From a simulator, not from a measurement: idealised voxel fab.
process module | voxel transistor to metal
cross-section cut | 270 nm wide | cells 5 nm
A cross-section is a grid of square cells, given in bands from the top down. A band is one or more rows of cells.
Each band's line starts with the height of the band's top and of its bottom, in nm. Then come its materials from left to right, each with its width in nm. One material with "throughout" fills the band from edge to edge. "air" is empty space.
Height 0 is the level under which the wafer as received is all one material. The lowest band goes on downwards, as in "0 down".
A width such as "30 to 40" changes by the same amount from each row of cells to the next, from the band's top row to its bottom row.
"no change" after a step means that no cell of the cross-section changed.
closed voids: empty space of 8 cells or more with no open way to the top, each as width x height at its distance from the left edge, in nm
after a step's settings: what the simulator itself notes on the step
overlay nm, on a step with a mask: how far to the right of its planned place the mask lay; to the left if negative
plan
1 op RECEIVE | material Si
2 op CONFORMAL_DEP | material SiO2 | thk nm 5
3 op CONFORMAL_DEP | material SiN | thk nm 10
4 op PATTERN | tone cover | mask id ACTIVE | material resist | width nm 95 | pitch nm 125 | thk nm 15 | overlay nm 0
5 op DIRECTIONAL_ETCH | etch materials SiN | depth nm 10
6 op DIRECTIONAL_ETCH | etch materials SiO2 | depth nm 5
7 op DIRECTIONAL_ETCH | etch materials Si | depth nm 20
8 op STRIP | etch materials resist
9 op FILL_DEP | material SiO2 | thk nm 15
10 op CMP | height nm 15
11 op SELECTIVE_ETCH | etch materials SiO2 | depth nm 5
12 op STRIP | etch materials SiN
13 op SELECTIVE_ETCH | etch materials SiO2 | depth nm 5
14 op OXIDIZE | depth nm 5
15 op DIRECTIONAL_DEP | material polySi | thk nm 25
16 op DIRECTIONAL_DEP | material SiCN | thk nm 15
17 op PATTERN | tone cover | mask id GATE | material resist | width nm 25 | pitch nm 125 | thk nm 20 | overlay nm 0
18 op DIRECTIONAL_ETCH | etch materials SiCN | depth nm 25
19 op DIRECTIONAL_ETCH | etch materials polySi | depth nm 35
20 op STRIP | etch materials resist
21 op CONFORMAL_DEP | material SiO2 | thk nm 5
22 op DIRECTIONAL_ETCH | etch materials SiO2 | depth nm 5
23 op CONFORMAL_DEP | material SiN | thk nm 5
24 op DIRECTIONAL_ETCH | etch materials SiN | depth nm 5
25 op DIRECTIONAL_ETCH | etch materials SiO2 | depth nm 5
26 op DIRECTIONAL_ETCH | etch materials Si | depth nm 10
27 op EPI | material nSi | thk nm 10
28 op FILL_DEP | material SiO2 | thk nm 10
29 op CMP | height nm 40
30 op DIRECTIONAL_DEP | material SiO2 | thk nm 15
31 op DIRECTIONAL_DEP | material aC | thk nm 10
32 op PATTERN | tone open | mask id CONTACT | material resist | width nm 15 | thk nm 30 | overlay nm 0
33 op DIRECTIONAL_ETCH | etch materials aC | depth nm 10
34 op STRIP | etch materials resist
35 op DIRECTIONAL_ETCH | etch materials SiO2 | depth nm 50
36 op STRIP | etch materials aC
37 op CONFORMAL_DEP | material TiN | thk nm 5
38 op FILL_DEP | material W | thk nm 10
39 op CMP | height nm 55
40 op CONFORMAL_DEP | material SiCN | thk nm 5
41 op DIRECTIONAL_DEP | material SiO2 | thk nm 20
42 op DIRECTIONAL_DEP | material aC | thk nm 15
43 op PATTERN | tone open | mask id METAL_1 | material resist | width nm 15 | thk nm 30 | overlay nm 0
44 op DIRECTIONAL_ETCH | etch materials aC | depth nm 15
45 op STRIP | etch materials resist
46 op DIRECTIONAL_ETCH | etch materials SiO2 | depth nm 20
47 op DIRECTIONAL_ETCH | etch materials SiCN | depth nm 5
48 op STRIP | etch materials aC
49 op CONFORMAL_DEP | material TiN | thk nm 5
50 op FILL_DEP | material Cu | thk nm 5
51 op CMP | height nm 80
52 op EPI | material Ru | thk nm 5
53 op FILL_DEP | material SiCN | thk nm 5
as received, after step 1
  0 down: Si throughout
  closed voids: none
a wafer at the end: this start, this plan, one mistake
  90 to 85: SiCN throughout
  85 to 80: SiCN 25 | Ru 25 | SiCN 45 | Ru 25 | SiCN 30 | Ru 25 | SiCN 45 | Ru 25 | SiCN 25
  80 to 60: SiO2 30 | TiN 5 | Cu 5 | TiN 5 | SiO2 55 | TiN 5 | Cu 5 | TiN 5 | SiO2 40 | TiN 5 | Cu 5 | TiN 5 | SiO2 55 | TiN 5 | Cu 5 | TiN 5 | SiO2 30
  60 to 55: SiCN 30 | TiN 15 | SiCN 55 | TiN 15 | SiCN 40 | TiN 15 | SiCN 55 | TiN 15 | SiCN 30
  55 to 40: SiO2 30 | TiN 5 | SiCN 5 | TiN 5 | SiO2 55 | TiN 5 | SiCN 5 | TiN 5 | SiO2 40 | TiN 5 | SiCN 5 | TiN 5 | SiO2 55 | TiN 5 | SiCN 5 | TiN 5 | SiO2 30
  40 to 25: SiO2 30 | TiN 5 | SiCN 5 | TiN 5 | SiO2 5 | SiN 5 | SiO2 5 | SiCN 25 | SiO2 5 | SiN 5 | SiO2 5 | TiN 5 | SiCN 5 | TiN 5 | SiO2 40 | TiN 5 | SiCN 5 | TiN 5 | SiO2 5 | SiN 5 | SiO2 5 | SiCN 25 | SiO2 5 | SiN 5 | SiO2 5 | TiN 5 | SiCN 5 | TiN 5 | SiO2 30
  25 to 10: SiO2 30 | TiN 5 | SiCN 5 | TiN 5 | SiO2 5 | SiN 5 | SiO2 5 | polySi 25 | SiO2 5 | SiN 5 | SiO2 5 | TiN 5 | SiCN 5 | TiN 5 | SiO2 40 | TiN 5 | SiCN 5 | TiN 5 | SiO2 5 | SiN 5 | SiO2 5 | polySi 25 | SiO2 5 | SiN 5 | SiO2 5 | TiN 5 | SiCN 5 | TiN 5 | SiO2 30
  10 to 5: SiO2 30 | TiN 15 | SiO2 5 | SiN 5 | SiO2 5 | polySi 25 | SiO2 5 | SiN 5 | SiO2 5 | TiN 15 | SiO2 40 | TiN 15 | SiO2 5 | SiN 5 | SiO2 5 | polySi 25 | SiO2 5 | SiN 5 | SiO2 5 | TiN 15 | SiO2 30
  5 to 0: SiO2 25 | SiN 5 | nSi 20 | SiN 5 | SiO2 5 | polySi 25 | SiO2 5 | SiN 5 | nSi 20 | SiN 5 | SiO2 30 | SiN 5 | nSi 20 | SiN 5 | SiO2 5 | polySi 25 | SiO2 5 | SiN 5 | nSi 20 | SiN 5 | SiO2 25
  0 to -5: SiO2 30 | nSi 20 | SiO2 45 | nSi 20 | SiO2 40 | nSi 20 | SiO2 45 | nSi 20 | SiO2 30
  -5 to -15: SiO2 25 | Si 5 | nSi 20 | Si 45 | nSi 20 | Si 5 | SiO2 30 | Si 5 | nSi 20 | Si 45 | nSi 20 | Si 5 | SiO2 25
  -15 to -20: SiO2 25 | Si 95 | SiO2 30 | Si 95 | SiO2 25
  -20 down: Si throughout
  closed voids: none
what went wrong: step 38 ran as: op FILL_DEP | material SiCN | thk nm 10
